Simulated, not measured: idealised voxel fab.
A process module follows: voxel transistor to metal.
Pictured: cross-section cut, 215 nm wide, on a grid of 5 nm square cells.
Format of a cross-section: grid, square cells. Given as bands. Order: top down. Band: one or more rows of cells.
Within each band entry, the heights of the top and of the bottom of the band appear first, in that order and in nm; the materials of the band then follow from left to right, each with its corresponding width in nm. The designation "throughout" on a single material indicates that it fills the band from edge to edge; the designation "blank" indicates empty space.
Zero point of the height axis is 0; under it, received wafer = one material. Lowest band: continues down indefinitely, "0..down".
A width given as "30->40" starts at the first number in the band's top row and ends at the second number in its bottom row, shifting by an equal amount at every step from row to row.
"no modifications" means the step left every cell of the cross-section as it was.
Voids not open to the top, 8 cells minimum: see "Enclosed voids". Written width x height at distance; distance is from the left edge; nm.
What comes after the settings on a step's line is commentary from the simulator itself on that step.
A step's line can hold "overlay nm"; with a mask on that step, the setting says how far right of the planned place the mask lay, while a negative setting says it lay to the left.
Everything after this point is organized in pairs: a cross-section before one process step, a cross-section after it that shows only as deep as the lowest changed band, and, under the pair, the intervening step with its settings. Because different runs of this module on the same starting wafer can supply different pairs, a pair continues from the pair above it only if its entry headed "Before the step" says so.
# Before the step
  20..15: blank 85 nm, HfO2 15 nm, blank 15 nm, HfO2 15 nm, blank 85 nm
  15..10: HfO2 90 nm, SiN 5 nm, HfO2 5 nm, blank 15 nm, HfO2 5 nm, SiN 5 nm, HfO2 90 nm
  10..5: SiO2 90 nm, SiN 5 nm, HfO2 5 nm, blank 15 nm, HfO2 5 nm, SiN 5 nm, SiO2 90 nm
  5..-5: SiO2 75 nm, SiGe 15 nm, SiN 5 nm, HfO2 5 nm, blank 15 nm, HfO2 5 nm, SiN 5 nm, SiGe 15 nm, SiO2 75 nm
  -5..-10: SiO2 75 nm, SiGe 15 nm, HfO2 35 nm, SiGe 15 nm, SiO2 75 nm
  -10..-25: SiO2 60 nm, SiGe 30 nm, Si 35 nm, SiGe 35 nm, SiO2 55 nm
  -25..-35: SiO2 60 nm, Si 100 nm, SiO2 55 nm
  -35..down: Si throughout
  Enclosed voids: none
# Post-Step Geometry
  25..20: blank 80 nm, TiN 25 nm, blank 5 nm, TiN 25 nm, blank 80 nm
  20..15: TiN 85 nm, HfO2 15 nm, TiN 5 nm, blank 5 nm, TiN 5 nm, HfO2 15 nm, TiN 85 nm
  15..10: HfO2 90 nm, SiN 5 nm, HfO2 5 nm, TiN 5 nm, blank 5 nm, TiN 5 nm, HfO2 5 nm, SiN 5 nm, HfO2 90 nm
  10..5: SiO2 90 nm, SiN 5 nm, HfO2 5 nm, TiN 5 nm, blank 5 nm, TiN 5 nm, HfO2 5 nm, SiN 5 nm, SiO2 90 nm
  5..0: SiO2 75 nm, SiGe 15 nm, SiN 5 nm, HfO2 5 nm, TiN 5 nm, blank 5 nm, TiN 5 nm, HfO2 5 nm, SiN 5 nm, SiGe 15 nm, SiO2 75 nm
  0..-5: SiO2 75 nm, SiGe 15 nm, SiN 5 nm, HfO2 5 nm, TiN 15 nm, HfO2 5 nm, SiN 5 nm, SiGe 15 nm, SiO2 75 nm
  Heights below -5 show no change.
  Enclosed voids: none
the step between: CONFORMAL_DEP [material TiN] [thk nm 5]
Before the step: see the after view in the pair directly above.
# Post-Step Geometry
  35..25: W throughout
  25..20: W 80 nm, TiN 25 nm, W 5 nm, TiN 25 nm, W 80 nm
  20..15: TiN 85 nm, HfO2 15 nm, TiN 5 nm, W 5 nm, TiN 5 nm, HfO2 15 nm, TiN 85 nm
  15..10: HfO2 90 nm, SiN 5 nm, HfO2 5 nm, TiN 5 nm, W 5 nm, TiN 5 nm, HfO2 5 nm, SiN 5 nm, HfO2 90 nm
  10..5: SiO2 90 nm, SiN 5 nm, HfO2 5 nm, TiN 5 nm, W 5 nm, TiN 5 nm, HfO2 5 nm, SiN 5 nm, SiO2 90 nm
  5..0: SiO2 75 nm, SiGe 15 nm, SiN 5 nm, HfO2 5 nm, TiN 5 nm, W 5 nm, TiN 5 nm, HfO2 5 nm, SiN 5 nm, SiGe 15 nm, SiO2 75 nm
  Heights below 0 show no change.
  Enclosed voids: none
the step between: FILL_DEP [material W] [thk nm 10]
Before the step: see the after view in the pair directly above.
# Post-Step Geometry
  10..5: SiO2 90 nm, SiN 5 nm, HfO2 5 nm, TiN 5 nm, W 5 nm, TiN 5 nm, HfO2 5 nm, SiN 5 nm, SiO2 90 nm
  Heights below 5 show no change.
  Enclosed voids: none
the step between: CMP [height nm 10]
Before the step: see the after view in the pair directly above.
# Post-Step Geometry
  25..10: SiO2 throughout
  Heights below 10 show no change.
  Enclosed voids: none
the step between: DIRECTIONAL_DEP [material SiO2] [thk nm 15]
Before the step: see the after view in the pair directly above.
# Post-Step Geometry
  45..25: resist 55 nm, blank 20 nm, resist 65 nm, blank 20 nm, resist 55 nm
  Heights below 25 show no change.
  Enclosed voids: none
the step between: PATTERN [tone open] [mask id CONTACT] [material resist] [width nm 20] [pitch nm 85] [thk nm 20] [overlay nm 0]
Before the step: see the after view in the pair directly above.
# Post-Step Geometry
  45..25: resist 55 nm, blank 20 nm, resist 65 nm, blank 20 nm, resist 55 nm
  25..10: SiO2 55 nm, blank 20 nm, SiO2 65 nm, blank 20 nm, SiO2 55 nm
  10..5: SiO2 55 nm, blank 20 nm, SiO2 15 nm, SiN 5 nm, HfO2 5 nm, TiN 5 nm, W 5 nm, TiN 5 nm, HfO2 5 nm, SiN 5 nm, SiO2 15 nm, blank 20 nm, SiO2 55 nm
  5..0: SiO2 55 nm, blank 20 nm, SiGe 15 nm, SiN 5 nm, HfO2 5 nm, TiN 5 nm, W 5 nm, TiN 5 nm, HfO2 5 nm, SiN 5 nm, SiGe 15 nm, blank 20 nm, SiO2 55 nm
  0..-5: SiO2 55 nm, blank 20 nm, SiGe 15 nm, SiN 5 nm, HfO2 5 nm, TiN 15 nm, HfO2 5 nm, SiN 5 nm, SiGe 15 nm, blank 20 nm, SiO2 55 nm
  -5..-10: SiO2 55 nm, blank 20 nm, SiGe 15 nm, HfO2 35 nm, SiGe 15 nm, blank 20 nm, SiO2 55 nm
  Heights below -10 show no change.
  Enclosed voids: none
the step between: DIRECTIONAL_ETCH [etch materials SiO2] [depth nm 35]
Before the step: see the after view in the pair directly above.
# Post-Step Geometry
  25..10: SiO2 55 nm, blank 20 nm, SiO2 65 nm, blank 20 nm, SiO2 55 nm
  Heights below 10 show no change.
  Enclosed voids: none
the step between: STRIP [etch materials resist]
Before the step: see the after view in the pair directly above.
# Post-Step Geometry
  30..25: TiN 60 nm, blank 10 nm, TiN 75 nm, blank 10 nm, TiN 60 nm
  25..10: SiO2 55 nm, TiN 5 nm, blank 10 nm, TiN 5 nm, SiO2 65 nm, TiN 5 nm, blank 10 nm, TiN 5 nm, SiO2 55 nm
  10..5: SiO2 55 nm, TiN 5 nm, blank 10 nm, TiN 5 nm, SiO2 15 nm, SiN 5 nm, HfO2 5 nm, TiN 5 nm, W 5 nm, TiN 5 nm, HfO2 5 nm, SiN 5 nm, SiO2 15 nm, TiN 5 nm, blank 10 nm, TiN 5 nm, SiO2 55 nm
  5..0: SiO2 55 nm, TiN 5 nm, blank 10 nm, TiN 5 nm, SiGe 15 nm, SiN 5 nm, HfO2 5 nm, TiN 5 nm, W 5 nm, TiN 5 nm, HfO2 5 nm, SiN 5 nm, SiGe 15 nm, TiN 5 nm, blank 10 nm, TiN 5 nm, SiO2 55 nm
  0..-5: SiO2 55 nm, TiN 5 nm, blank 10 nm, TiN 5 nm, SiGe 15 nm, SiN 5 nm, HfO2 5 nm, TiN 15 nm, HfO2 5 nm, SiN 5 nm, SiGe 15 nm, TiN 5 nm, blank 10 nm, TiN 5 nm, SiO2 55 nm
  -5..-10: SiO2 55 nm, TiN 20 nm, SiGe 15 nm, HfO2 35 nm, SiGe 15 nm, TiN 20 nm, SiO2 55 nm
  Heights below -10 show no change.
  Enclosed voids: none
the step between: CONFORMAL_DEP [material TiN] [thk nm 5]
Before the step: see the after view in the pair directly above.
# Post-Step Geometry
  40..30: W throughout
  30..25: TiN 60 nm, W 10 nm, TiN 75 nm, W 10 nm, TiN 60 nm
  25..10: SiO2 55 nm, TiN 5 nm, W 10 nm, TiN 5 nm, SiO2 65 nm, TiN 5 nm, W 10 nm, TiN 5 nm, SiO2 55 nm
  10..5: SiO2 55 nm, TiN 5 nm, W 10 nm, TiN 5 nm, SiO2 15 nm, SiN 5 nm, HfO2 5 nm, TiN 5 nm, W 5 nm, TiN 5 nm, HfO2 5 nm, SiN 5 nm, SiO2 15 nm, TiN 5 nm, W 10 nm, TiN 5 nm, SiO2 55 nm
  5..0: SiO2 55 nm, TiN 5 nm, W 10 nm, TiN 5 nm, SiGe 15 nm, SiN 5 nm, HfO2 5 nm, TiN 5 nm, W 5 nm, TiN 5 nm, HfO2 5 nm, SiN 5 nm, SiGe 15 nm, TiN 5 nm, W 10 nm, TiN 5 nm, SiO2 55 nm
  0..-5: SiO2 55 nm, TiN 5 nm, W 10 nm, TiN 5 nm, SiGe 15 nm, SiN 5 nm, HfO2 5 nm, TiN 15 nm, HfO2 5 nm, SiN 5 nm, SiGe 15 nm, TiN 5 nm, W 10 nm, TiN 5 nm, SiO2 55 nm
  Heights below -5 show no change.
  Enclosed voids: none
the step between: FILL_DEP [material W] [thk nm 10]
Before the step: see the after view in the pair directly above.
# Post-Step Geometry
  25..10: SiO2 55 nm, TiN 5 nm, W 10 nm, TiN 5 nm, SiO2 65 nm, TiN 5 nm, W 10 nm, TiN 5 nm, SiO2 55 nm
  Heights below 10 show no change.
  Enclosed voids: none
the step between: CMP [height nm 25]
Before the step: see the after view in the pair directly above.
# Post-Step Geometry
  30..25: TiN throughout
  Heights below 25 show no change.
  Enclosed voids: none
the step between: DIRECTIONAL_DEP [material TiN] [thk nm 5]
Before the step: see the after view in the pair directly above.
# Post-Step Geometry
  45..30: Ru throughout
  Heights below 30 show no change.
  Enclosed voids: none
the step between: DIRECTIONAL_DEP [material Ru] [thk nm 15]
Before the step: see the after view in the pair directly above.
# Post-Step Geometry
  65..45: blank 55 nm, resist 20 nm, blank 65 nm, resist 20 nm, blank 55 nm
  Heights below 45 show no change.
  Enclosed voids: none
the step between: PATTERN [tone cover] [mask id METAL_1] [material resist] [width nm 20] [pitch nm 85] [thk nm 20] [overlay nm 0]
Before the step: see the after view in the pair directly above.
# Post-Step Geometry
  65..45: blank 55 nm, resist 20 nm, blank 65 nm, resist 20 nm, blank 55 nm
  45..30: blank 55 nm, Ru 20 nm, blank 65 nm, Ru 20 nm, blank 55 nm
  Heights below 30 show no change.
  Enclosed voids: none
the step between: DIRECTIONAL_ETCH [etch materials Ru] [depth nm 15]
Before the step: see the after view in the pair directly above.
# Post-Step Geometry
  65..45: blank 55 nm, resist 20 nm, blank 65 nm, resist 20 nm, blank 55 nm
  45..30: blank 55 nm, Ru 20 nm, blank 65 nm, Ru 20 nm, blank 55 nm
  30..25: blank 55 nm, TiN 20 nm, blank 65 nm, TiN 20 nm, blank 55 nm
  Heights below 25 show no change.
  Enclosed voids: none
the step between: DIRECTIONAL_ETCH [etch materials TiN] [depth nm 5]
Before the step: see the after view in the pair directly above.
# Post-Step Geometry
  45..30: blank 55 nm, Ru 20 nm, blank 65 nm, Ru 20 nm, blank 55 nm
  Heights below 30 show no change.
  Enclosed voids: none
the step between: STRIP [etch materials resist]
Before the step: see the after view in the pair directly above.
# Post-Step Geometry
  50..45: blank 50 nm, SiCN 30 nm, blank 55 nm, SiCN 30 nm, blank 50 nm
  45..30: blank 50 nm, SiCN 5 nm, Ru 20 nm, SiCN 5 nm, blank 55 nm, SiCN 5 nm, Ru 20 nm, SiCN 5 nm, blank 50 nm
  30..25: SiCN 55 nm, TiN 20 nm, SiCN 65 nm, TiN 20 nm, SiCN 55 nm
  Heights below 25 show no change.
  Enclosed voids: none
the step between: CONFORMAL_DEP [material SiCN] [thk nm 5]
Before the step: see the after view in the pair directly above.
# Post-Step Geometry
  60..50: lowk throughout
  50..45: lowk 50 nm, SiCN 30 nm, lowk 55 nm, SiCN 30 nm, lowk 50 nm
  45..30: lowk 50 nm, SiCN 5 nm, Ru 20 nm, SiCN 5 nm, lowk 55 nm, SiCN 5 nm, Ru 20 nm, SiCN 5 nm, lowk 50 nm
  Heights below 30 show no change.
  Enclosed voids: none
the step between: FILL_DEP [material lowk] [thk nm 10]
Before the step: see the after view in the pair directly above.
# Post-Step Geometry
  45..30: lowk 50 nm, SiCN 5 nm, Ru 20 nm, SiCN 5 nm, lowk 55 nm, SiCN 5 nm, Ru 20 nm, SiCN 5 nm, lowk 50 nm
  Heights below 30 show no change.
  Enclosed voids: none
the step between: CMP [height nm 45]
Before the step: see the after view in the pair directly above.
# Post-Step Geometry
  50..45: SiCN throughout
  Heights below 45 show no change.
  Enclosed voids: none
the step between: CONFORMAL_DEP [material SiCN] [thk nm 5]
# Before the step
  45..30: Ru throughout
  30..25: TiN throughout
  25..10: SiO2 55 nm, TiN 5 nm, W 10 nm, TiN 5 nm, SiO2 65 nm, TiN 5 nm, W 10 nm, TiN 5 nm, SiO2 55 nm
  10..5: SiO2 55 nm, TiN 5 nm, W 10 nm, TiN 5 nm, SiO2 15 nm, SiN 5 nm, HfO2 5 nm, TiN 5 nm, W 5 nm, TiN 5 nm, HfO2 5 nm, SiN 5 nm, SiO2 15 nm, TiN 5 nm, W 10 nm, TiN 5 nm, SiO2 55 nm
  5..0: SiO2 55 nm, TiN 5 nm, W 10 nm, TiN 5 nm, SiGe 15 nm, SiN 5 nm, HfO2 5 nm, TiN 5 nm, W 5 nm, TiN 5 nm, HfO2 5 nm, SiN 5 nm, SiGe 15 nm, TiN 5 nm, W 10 nm, TiN 5 nm, SiO2 55 nm
  0..-5: SiO2 55 nm, TiN 5 nm, W 10 nm, TiN 5 nm, SiGe 15 nm, SiN 5 nm, HfO2 5 nm, TiN 15 nm, HfO2 5 nm, SiN 5 nm, SiGe 15 nm, TiN 5 nm, W 10 nm, TiN 5 nm, SiO2 55 nm
  -5..-10: SiO2 55 nm, TiN 20 nm, SiGe 15 nm, HfO2 35 nm, SiGe 15 nm, TiN 20 nm, SiO2 55 nm
  -10..-25: SiO2 55 nm, SiGe 35 nm, Si 35 nm, SiGe 35 nm, SiO2 55 nm
  -25..-35: SiO2 55 nm, Si 105 nm, SiO2 55 nm
  -35..down: Si throughout
  Enclosed voids: none
# Post-Step Geometry
  65..45: blank 50 nm, resist 20 nm, blank 65 nm, resist 20 nm, blank 60 nm
  Heights below 45 show no change.
  Enclosed voids: none
the step between: PATTERN [tone cover] [mask id METAL_1] [material resist] [width nm 20] [pitch nm 85] [thk nm 20] [overlay nm -5]
Before the step: see the after view in the pair directly above.
# Post-Step Geometry
  65..45: blank 50 nm, resist 20 nm, blank 65 nm, resist 20 nm, blank 60 nm
  45..30: blank 50 nm, Ru 20 nm, blank 65 nm, Ru 20 nm, blank 60 nm
  Heights below 30 show no change.
  Enclosed voids: none
the step between: DIRECTIONAL_ETCH [etch materials Ru] [depth nm 15]
Before the step: see the after view in the pair directly above.
# Post-Step Geometry
  65..45: blank 50 nm, resist 20 nm, blank 65 nm, resist 20 nm, blank 60 nm
  45..30: blank 50 nm, Ru 20 nm, blank 65 nm, Ru 20 nm, blank 60 nm
  30..25: blank 50 nm, TiN 20 nm, blank 65 nm, TiN 20 nm, blank 60 nm
  Heights below 25 show no change.
  Enclosed voids: none
the step between: DIRECTIONAL_ETCH [etch materials TiN] [depth nm 5]
Before the step: see the after view in the pair directly above.
# Post-Step Geometry
  45..30: blank 50 nm, Ru 20 nm, blank 65 nm, Ru 20 nm, blank 60 nm
  Heights below 30 show no change.
  Enclosed voids: none
the step between: STRIP [etch materials resist]
Before the step: see the after view in the pair directly above.
# Post-Step Geometry
  50..45: blank 45 nm, SiCN 30 nm, blank 55 nm, SiCN 30 nm, blank 55 nm
  45..30: blank 45 nm, SiCN 5 nm, Ru 20 nm, SiCN 5 nm, blank 55 nm, SiCN 5 nm, Ru 20 nm, SiCN 5 nm, blank 55 nm
  30..25: SiCN 50 nm, TiN 20 nm, SiCN 65 nm, TiN 20 nm, SiCN 60 nm
  Heights below 25 show no change.
  Enclosed voids: none
the step between: CONFORMAL_DEP [material SiCN] [thk nm 5]
Before the step: see the after view in the pair directly above.
# Post-Step Geometry
  60..50: lowk throughout
  50..45: lowk 45 nm, SiCN 30 nm, lowk 55 nm, SiCN 30 nm, lowk 55 nm
  45..30: lowk 45 nm, SiCN 5 nm, Ru 20 nm, SiCN 5 nm, lowk 55 nm, SiCN 5 nm, Ru 20 nm, SiCN 5 nm, lowk 55 nm
  Heights below 30 show no change.
  Enclosed voids: none
the step between: FILL_DEP [material lowk] [thk nm 10]
Before the step: see the after view in the pair directly above.
# Post-Step Geometry
  45..30: lowk 45 nm, SiCN 5 nm, Ru 20 nm, SiCN 5 nm, lowk 55 nm, SiCN 5 nm, Ru 20 nm, SiCN 5 nm, lowk 55 nm
  Heights below 30 show no change.
  Enclosed voids: none
the step between: CMP [height nm 45]
Before the step: see the after view in the pair directly above.
# Post-Step Geometry
  50..45: SiCN throughout
  Heights below 45 show no change.
  Enclosed voids: none
the step between: CONFORMAL_DEP [material SiCN] [thk nm 5]
# Before the step
  25..20: blank 80 nm, TiN 25 nm, blank 5 nm, TiN 25 nm, blank 80 nm
  20..15: TiN 85 nm, HfO2 15 nm, TiN 5 nm, blank 5 nm, TiN 5 nm, HfO2 15 nm, TiN 85 nm
  15..10: HfO2 90 nm, SiN 5 nm, HfO2 5 nm, TiN 5 nm, blank 5 nm, TiN 5 nm, HfO2 5 nm, SiN 5 nm, HfO2 90 nm
  10..5: SiO2 90 nm, SiN 5 nm, HfO2 5 nm, TiN 5 nm, blank 5 nm, TiN 5 nm, HfO2 5 nm, SiN 5 nm, SiO2 90 nm
  5..0: SiO2 75 nm, SiGe 15 nm, SiN 5 nm, HfO2 5 nm, TiN 5 nm, blank 5 nm, TiN 5 nm, HfO2 5 nm, SiN 5 nm, SiGe 15 nm, SiO2 75 nm
  0..-5: SiO2 75 nm, SiGe 15 nm, SiN 5 nm, HfO2 5 nm, TiN 15 nm, HfO2 5 nm, SiN 5 nm, SiGe 15 nm, SiO2 75 nm
  -5..-10: SiO2 75 nm, SiGe 15 nm, HfO2 35 nm, SiGe 15 nm, SiO2 75 nm
  -10..-25: SiO2 55 nm, SiGe 35 nm, Si 35 nm, SiGe 35 nm, SiO2 55 nm
  -25..-35: SiO2 55 nm, Si 105 nm, SiO2 55 nm
  -35..down: Si throughout
  Enclosed voids: none
# Post-Step Geometry
  35..25: polySi throughout
  25..20: polySi 80 nm, TiN 25 nm, polySi 5 nm, TiN 25 nm, polySi 80 nm
  20..15: TiN 85 nm, HfO2 15 nm, TiN 5 nm, polySi 5 nm, TiN 5 nm, HfO2 15 nm, TiN 85 nm
  15..10: HfO2 90 nm, SiN 5 nm, HfO2 5 nm, TiN 5 nm, polySi 5 nm, TiN 5 nm, HfO2 5 nm, SiN 5 nm, HfO2 90 nm
  10..5: SiO2 90 nm, SiN 5 nm, HfO2 5 nm, TiN 5 nm, polySi 5 nm, TiN 5 nm, HfO2 5 nm, SiN 5 nm, SiO2 90 nm
  5..0: SiO2 75 nm, SiGe 15 nm, SiN 5 nm, HfO2 5 nm, TiN 5 nm, polySi 5 nm, TiN 5 nm, HfO2 5 nm, SiN 5 nm, SiGe 15 nm, SiO2 75 nm
  Heights below 0 show no change.
  Enclosed voids: none
the step between: FILL_DEP [material polySi] [thk nm 10]
Before the step: see the after view in the pair directly above.
# Post-Step Geometry
  10..5: SiO2 90 nm, SiN 5 nm, HfO2 5 nm, TiN 5 nm, polySi 5 nm, TiN 5 nm, HfO2 5 nm, SiN 5 nm, SiO2 90 nm
  Heights below 5 show no change.
  Enclosed voids: none
the step between: CMP [height nm 10]
Before the step: see the after view in the pair directly above.
# Post-Step Geometry
  25..10: SiO2 throughout
  Heights below 10 show no change.
  Enclosed voids: none
the step between: DIRECTIONAL_DEP [material SiO2] [thk nm 15]
Before the step: see the after view in the pair directly above.
# Post-Step Geometry
  45..25: resist 55 nm, blank 20 nm, resist 65 nm, blank 20 nm, resist 55 nm
  Heights below 25 show no change.
  Enclosed voids: none
the step between: PATTERN [tone open] [mask id CONTACT] [material resist] [width nm 20] [pitch nm 85] [thk nm 20] [overlay nm 0]
Before the step: see the after view in the pair directly above.
# Post-Step Geometry
  45..25: resist 55 nm, blank 20 nm, resist 65 nm, blank 20 nm, resist 55 nm
  25..10: SiO2 55 nm, blank 20 nm, SiO2 65 nm, blank 20 nm, SiO2 55 nm
  10..5: SiO2 55 nm, blank 20 nm, SiO2 15 nm, SiN 5 nm, HfO2 5 nm, TiN 5 nm, polySi 5 nm, TiN 5 nm, HfO2 5 nm, SiN 5 nm, SiO2 15 nm, blank 20 nm, SiO2 55 nm
  5..0: SiO2 55 nm, blank 20 nm, SiGe 15 nm, SiN 5 nm, HfO2 5 nm, TiN 5 nm, polySi 5 nm, TiN 5 nm, HfO2 5 nm, SiN 5 nm, SiGe 15 nm, blank 20 nm, SiO2 55 nm
  0..-5: SiO2 55 nm, blank 20 nm, SiGe 15 nm, SiN 5 nm, HfO2 5 nm, TiN 15 nm, HfO2 5 nm, SiN 5 nm, SiGe 15 nm, blank 20 nm, SiO2 55 nm
  -5..-10: SiO2 55 nm, blank 20 nm, SiGe 15 nm, HfO2 35 nm, SiGe 15 nm, blank 20 nm, SiO2 55 nm
  Heights below -10 show no change.
  Enclosed voids: none
the step between: DIRECTIONAL_ETCH [etch materials SiO2] [depth nm 35]
Before the step: see the after view in the pair directly above.
# Post-Step Geometry
  25..10: SiO2 55 nm, blank 20 nm, SiO2 65 nm, blank 20 nm, SiO2 55 nm
  Heights below 10 show no change.
  Enclosed voids: none
the step between: STRIP [etch materials resist]
Before the step: see the after view in the pair directly above.
# Post-Step Geometry
  30..25: TiN 60 nm, blank 10 nm, TiN 75 nm, blank 10 nm, TiN 60 nm
  25..10: SiO2 55 nm, TiN 5 nm, blank 10 nm, TiN 5 nm, SiO2 65 nm, TiN 5 nm, blank 10 nm, TiN 5 nm, SiO2 55 nm
  10..5: SiO2 55 nm, TiN 5 nm, blank 10 nm, TiN 5 nm, SiO2 15 nm, SiN 5 nm, HfO2 5 nm, TiN 5 nm, polySi 5 nm, TiN 5 nm, HfO2 5 nm, SiN 5 nm, SiO2 15 nm, TiN 5 nm, blank 10 nm, TiN 5 nm, SiO2 55 nm
  5..0: SiO2 55 nm, TiN 5 nm, blank 10 nm, TiN 5 nm, SiGe 15 nm, SiN 5 nm, HfO2 5 nm, TiN 5 nm, polySi 5 nm, TiN 5 nm, HfO2 5 nm, SiN 5 nm, SiGe 15 nm, TiN 5 nm, blank 10 nm, TiN 5 nm, SiO2 55 nm
  0..-5: SiO2 55 nm, TiN 5 nm, blank 10 nm, TiN 5 nm, SiGe 15 nm, SiN 5 nm, HfO2 5 nm, TiN 15 nm, HfO2 5 nm, SiN 5 nm, SiGe 15 nm, TiN 5 nm, blank 10 nm, TiN 5 nm, SiO2 55 nm
  -5..-10: SiO2 55 nm, TiN 20 nm, SiGe 15 nm, HfO2 35 nm, SiGe 15 nm, TiN 20 nm, SiO2 55 nm
  Heights below -10 show no change.
  Enclosed voids: none
the step between: CONFORMAL_DEP [material TiN] [thk nm 5]
Before the step: see the after view in the pair directly above.
# Post-Step Geometry
  40..30: W throughout
  30..25: TiN 60 nm, W 10 nm, TiN 75 nm, W 10 nm, TiN 60 nm
  25..10: SiO2 55 nm, TiN 5 nm, W 10 nm, TiN 5 nm, SiO2 65 nm, TiN 5 nm, W 10 nm, TiN 5 nm, SiO2 55 nm
  10..5: SiO2 55 nm, TiN 5 nm, W 10 nm, TiN 5 nm, SiO2 15 nm, SiN 5 nm, HfO2 5 nm, TiN 5 nm, polySi 5 nm, TiN 5 nm, HfO2 5 nm, SiN 5 nm, SiO2 15 nm, TiN 5 nm, W 10 nm, TiN 5 nm, SiO2 55 nm
  5..0: SiO2 55 nm, TiN 5 nm, W 10 nm, TiN 5 nm, SiGe 15 nm, SiN 5 nm, HfO2 5 nm, TiN 5 nm, polySi 5 nm, TiN 5 nm, HfO2 5 nm, SiN 5 nm, SiGe 15 nm, TiN 5 nm, W 10 nm, TiN 5 nm, SiO2 55 nm
  0..-5: SiO2 55 nm, TiN 5 nm, W 10 nm, TiN 5 nm, SiGe 15 nm, SiN 5 nm, HfO2 5 nm, TiN 15 nm, HfO2 5 nm, SiN 5 nm, SiGe 15 nm, TiN 5 nm, W 10 nm, TiN 5 nm, SiO2 55 nm
  Heights below -5 show no change.
  Enclosed voids: none
the step between: FILL_DEP [material W] [thk nm 10]
Before the step: see the after view in the pair directly above.
# Post-Step Geometry
  25..10: SiO2 55 nm, TiN 5 nm, W 10 nm, TiN 5 nm, SiO2 65 nm, TiN 5 nm, W 10 nm, TiN 5 nm, SiO2 55 nm
  Heights below 10 show no change.
  Enclosed voids: none
the step between: CMP [height nm 25]
Before the step: see the after view in the pair directly above.
# Post-Step Geometry
  30..25: TiN throughout
  Heights below 25 show no change.
  Enclosed voids: none
the step between: DIRECTIONAL_DEP [material TiN] [thk nm 5]
Before the step: see the after view in the pair directly above.
# Post-Step Geometry
  45..30: Ru throughout
  Heights below 30 show no change.
  Enclosed voids: none
the step between: DIRECTIONAL_DEP [material Ru] [thk nm 15]
Before the step: see the after view in the pair directly above.
# Post-Step Geometry
  65..45: blank 55 nm, resist 20 nm, blank 65 nm, resist 20 nm, blank 55 nm
  Heights below 45 show no change.
  Enclosed voids: none
the step between: PATTERN [tone cover] [mask id METAL_1] [material resist] [width nm 20] [pitch nm 85] [thk nm 20] [overlay nm 0]
Before the step: see the after view in the pair directly above.
# Post-Step Geometry
  65..45: blank 55 nm, resist 20 nm, blank 65 nm, resist 20 nm, blank 55 nm
  45..30: blank 55 nm, Ru 20 nm, blank 65 nm, Ru 20 nm, blank 55 nm
  Heights below 30 show no change.
  Enclosed voids: none
the step between: DIRECTIONAL_ETCH [etch materials Ru] [depth nm 15]
Before the step: see the after view in the pair directly above.
# Post-Step Geometry
  65..45: blank 55 nm, resist 20 nm, blank 65 nm, resist 20 nm, blank 55 nm
  45..30: blank 55 nm, Ru 20 nm, blank 65 nm, Ru 20 nm, blank 55 nm
  30..25: blank 55 nm, TiN 20 nm, blank 65 nm, TiN 20 nm, blank 55 nm
  Heights below 25 show no change.
  Enclosed voids: none
the step between: DIRECTIONAL_ETCH [etch materials TiN] [depth nm 5]
Before the step: see the after view in the pair directly above.
# Post-Step Geometry
  45..30: blank 55 nm, Ru 20 nm, blank 65 nm, Ru 20 nm, blank 55 nm
  Heights below 30 show no change.
  Enclosed voids: none
the step between: STRIP [etch materials resist]
Before the step: see the after view in the pair directly above.
# Post-Step Geometry
  50..45: blank 50 nm, SiCN 30 nm, blank 55 nm, SiCN 30 nm, blank 50 nm
  45..30: blank 50 nm, SiCN 5 nm, Ru 20 nm, SiCN 5 nm, blank 55 nm, SiCN 5 nm, Ru 20 nm, SiCN 5 nm, blank 50 nm
  30..25: SiCN 55 nm, TiN 20 nm, SiCN 65 nm, TiN 20 nm, SiCN 55 nm
  Heights below 25 show no change.
  Enclosed voids: none
the step between: CONFORMAL_DEP [material SiCN] [thk nm 5]
Before the step: see the after view in the pair directly above.
# Post-Step Geometry
  60..50: lowk throughout
  50..45: lowk 50 nm, SiCN 30 nm, lowk 55 nm, SiCN 30 nm, lowk 50 nm
  45..30: lowk 50 nm, SiCN 5 nm, Ru 20 nm, SiCN 5 nm, lowk 55 nm, SiCN 5 nm, Ru 20 nm, SiCN 5 nm, lowk 50 nm
  Heights below 30 show no change.
  Enclosed voids: none
the step between: FILL_DEP [material lowk] [thk nm 10]
Before the step: see the after view in the pair directly above.
# Post-Step Geometry
  45..30: lowk 50 nm, SiCN 5 nm, Ru 20 nm, SiCN 5 nm, lowk 55 nm, SiCN 5 nm, Ru 20 nm, SiCN 5 nm, lowk 50 nm
  Heights below 30 show no change.
  Enclosed voids: none
the step between: CMP [height nm 45]
Before the step: see the after view in the pair directly above.
# Post-Step Geometry
  50..45: SiCN throughout
  Heights below 45 show no change.
  Enclosed voids: none
the step between: CONFORMAL_DEP [material SiCN] [thk nm 5]
# Before the step
  25..15: SiCN throughout
  15..-5: polySi throughout
  -5..-10: SiO2 throughout
  -10..-35: SiO2 55 nm, Si 105 nm, SiO2 55 nm
  -35..down: Si throughout
  Enclosed voids: none
# Post-Step Geometry
  45..25: resist 95 nm, blank 25 nm, resist 95 nm
  Heights below 25 show no change.
  Enclosed voids: none
the step between: PATTERN [tone open] [mask id GATE] [material resist] [width nm 25] [thk nm 20] [overlay nm 0]
Before the step: see the after view in the pair directly above.
# Post-Step Geometry
  45..25: resist 95 nm, blank 25 nm, resist 95 nm
  25..15: SiCN 95 nm, blank 25 nm, SiCN 95 nm
  Heights below 15 show no change.
  Enclosed voids: none
the step between: DIRECTIONAL_ETCH [etch materials SiCN] [depth nm 20]
Before the step: see the after view in the pair directly above.
# Post-Step Geometry
  45..25: resist 95 nm, blank 25 nm, resist 95 nm
  25..15: SiCN 95 nm, blank 25 nm, SiCN 95 nm
  15..-5: polySi 95 nm, blank 25 nm, polySi 95 nm
  Heights below -5 show no change.
  Enclosed voids: none
the step between: DIRECTIONAL_ETCH [etch materials polySi] [depth nm 30]
Before the step: see the after view in the pair directly above.
# Post-Step Geometry
  25..15: SiCN 95 nm, blank 25 nm, SiCN 95 nm
  Heights below 15 show no change.
  Enclosed voids: none
the step between: STRIP [etch materials resist]
Before the step: see the after view in the pair directly above.
# Post-Step Geometry
  30..25: SiN 100 nm, blank 15 nm, SiN 100 nm
  25..15: SiCN 95 nm, SiN 5 nm, blank 15 nm, SiN 5 nm, SiCN 95 nm
  15..0: polySi 95 nm, SiN 5 nm, blank 15 nm, SiN 5 nm, polySi 95 nm
  0..-5: polySi 95 nm, SiN 25 nm, polySi 95 nm
  Heights below -5 show no change.
  Enclosed voids: none
the step between: CONFORMAL_DEP [material SiN] [thk nm 5]
